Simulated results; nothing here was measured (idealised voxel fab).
process module | voxel gate over fins
cross-section cut | 185 nm wide | cells 5 nm
A cross-section is a grid of square cells, given in bands from the top down. A band is one or more rows of cells.
Each band's line starts with the height of the band's top and of its bottom, in nm. Then come its materials from left to right, each with its width in nm. One material with "throughout" fills the band from edge to edge. "air" is empty space.
Height 0 is the level under which the wafer as received is all one material. The lowest band goes on downwards, as in "0 down".
A width such as "30 to 40" changes by the same amount from each row of cells to the next, from the band's top row to its bottom row.
"no change" after a step means that no cell of the cross-section changed.
closed voids: empty space of 8 cells or more with no open way to the top, each as width x height at its distance from the left edge, in nm
after a step's settings: what the simulator itself notes on the step
overlay nm, on a step with a mask: how far to the right of its planned place the mask lay; to the left if negative
Each pair below shows a cross-section before one step and the cross-section after it, down to the lowest band that changed. The line under each pair gives the step between them, with its settings. The pairs can come from different runs of this module on the same starting wafer, so a pair continues from the pair above only where its "before" says so.
before
  15 to 10: W throughout
  10 to 5: TiN 65 | W 5 | TiN 40 | W 5 | TiN 70
  5 to 0: HfO2 60 | TiN 5 | W 5 | TiN 5 | HfO2 30 | TiN 5 | W 5 | TiN 5 | HfO2 65
  0 to -5: Si 55 | HfO2 5 | TiN 5 | W 5 | TiN 5 | HfO2 5 | Si 20 | HfO2 5 | TiN 5 | W 5 | TiN 5 | HfO2 5 | Si 60
  -5 to -10: Si 55 | HfO2 5 | TiN 15 | HfO2 5 | Si 20 | HfO2 5 | TiN 15 | HfO2 5 | Si 60
  -10 to -15: Si 55 | HfO2 25 | Si 20 | HfO2 25 | Si 60
  -15 to -40: Si 55 | SiO2 25 | Si 20 | SiO2 25 | Si 60
  -40 down: Si throughout
  closed voids: none
after
  20 to 15: SiCN throughout
  below 15: unchanged
  closed voids: none
the step between: op CONFORMAL_DEP | material SiCN | thk nm 5
